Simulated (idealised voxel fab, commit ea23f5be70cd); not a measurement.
process module | voxel wiring stack
cross-section cut | 160 nm wide | cells 5 nm
A cross-section is a grid of square cells, given in bands from the top down. A band is one or more rows of cells.
Each band's line starts with the height of the band's top and of its bottom, in nm. Then come its materials from left to right, each with its width in nm. One material with "throughout" fills the band from edge to edge. "air" is empty space.
Height 0 is the level under which the wafer as received is all one material. The lowest band goes on downwards, as in "0 down".
A width such as "30 to 40" changes by the same amount from each row of cells to the next, from the band's top row to its bottom row.
"no change" after a step means that no cell of the cross-section changed.
closed voids: empty space of 8 cells or more with no open way to the top, each as width x height at its distance from the left edge, in nm
after a step's settings: what the simulator itself notes on the step
overlay nm, on a step with a mask: how far to the right of its planned place the mask lay; to the left if negative
plan
1 op RECEIVE | material Si
2 op CONFORMAL_DEP | material SiO2 | thk nm 15
3 op DIRECTIONAL_DEP | material TiN | thk nm 5
4 op DIRECTIONAL_DEP | material Ru | thk nm 20
5 op DIRECTIONAL_DEP | material aC | thk nm 15
6 op PATTERN | tone cover | mask id METAL_1 | material resist | width nm 20 | pitch nm 35 | thk nm 35 | overlay nm 0
7 op DIRECTIONAL_ETCH | etch materials aC | depth nm 15
8 op STRIP | etch materials resist
9 op DIRECTIONAL_ETCH | etch materials Ru | depth nm 20
10 op DIRECTIONAL_ETCH | etch materials TiN | depth nm 5
11 op STRIP | etch materials aC
12 op CONFORMAL_DEP | material SiCN | thk nm 5
13 op FILL_DEP | material SiO2 | thk nm 10
14 op CMP | height nm 40
15 op CONFORMAL_DEP | material SiCN | thk nm 5
16 op DIRECTIONAL_DEP | material lowk | thk nm 30
17 op MASKED_ETCH | tone open | mask id METAL_2 | width nm 20 | pitch nm 35 | etch materials lowk | depth nm 20 | overlay nm 0
18 op DIRECTIONAL_DEP | material aC | thk nm 10
19 op PATTERN | tone open | mask id METAL_2_HOLES | material resist | width nm 15 | pitch nm 70 | thk nm 30 | overlay nm 0
20 op DIRECTIONAL_ETCH | etch materials aC | depth nm 10
21 op STRIP | etch materials resist
22 op DIRECTIONAL_ETCH | etch materials lowk | depth nm 10
23 op DIRECTIONAL_ETCH | etch materials SiCN | depth nm 5
24 op STRIP | etch materials aC
25 op CONFORMAL_DEP | material TiN | thk nm 5
26 op FILL_DEP | material Cu | thk nm 10
27 op CMP | height nm 75
28 op CONFORMAL_DEP | material SiN | thk nm 5
as received, after step 1
  0 down: Si throughout
  closed voids: none
a wafer at the end: this start, this plan, one mistake
  80 to 75: SiN throughout
  75 to 60: lowk 15 | TiN 5 | Cu 10 | TiN 5 | lowk 15 | TiN 5 | Cu 10 | TiN 5 | lowk 15 | TiN 5 | Cu 10 | TiN 5 | lowk 15 | TiN 5 | Cu 10 | TiN 5 | lowk 20
  60 to 55: lowk 15 | TiN 5 | Cu 5 | TiN 10 | lowk 15 | TiN 20 | lowk 15 | TiN 5 | Cu 5 | TiN 10 | lowk 15 | TiN 20 | lowk 20
  55 to 45: lowk 15 | TiN 5 | Cu 5 | TiN 5 | lowk 55 | TiN 5 | Cu 5 | TiN 5 | lowk 60
  45 to 40: SiCN 15 | TiN 15 | SiCN 55 | TiN 15 | SiCN 60
  40 to 35: SiO2 10 | SiCN 5 | Ru 20 | SiCN 5 | SiO2 5 | SiCN 5 | Ru 20 | SiCN 5 | SiO2 5 | SiCN 5 | Ru 20 | SiCN 5 | SiO2 5 | SiCN 5 | Ru 20 | SiCN 5 | SiO2 15
  35 to 30: SiCN 15 | TiN 20 | SiCN 15 | TiN 20 | SiCN 15 | TiN 20 | SiCN 15 | TiN 20 | SiCN 20
  30 to 0: SiO2 throughout
  0 down: Si throughout
  closed voids: none
what went wrong: step 2 was run twice
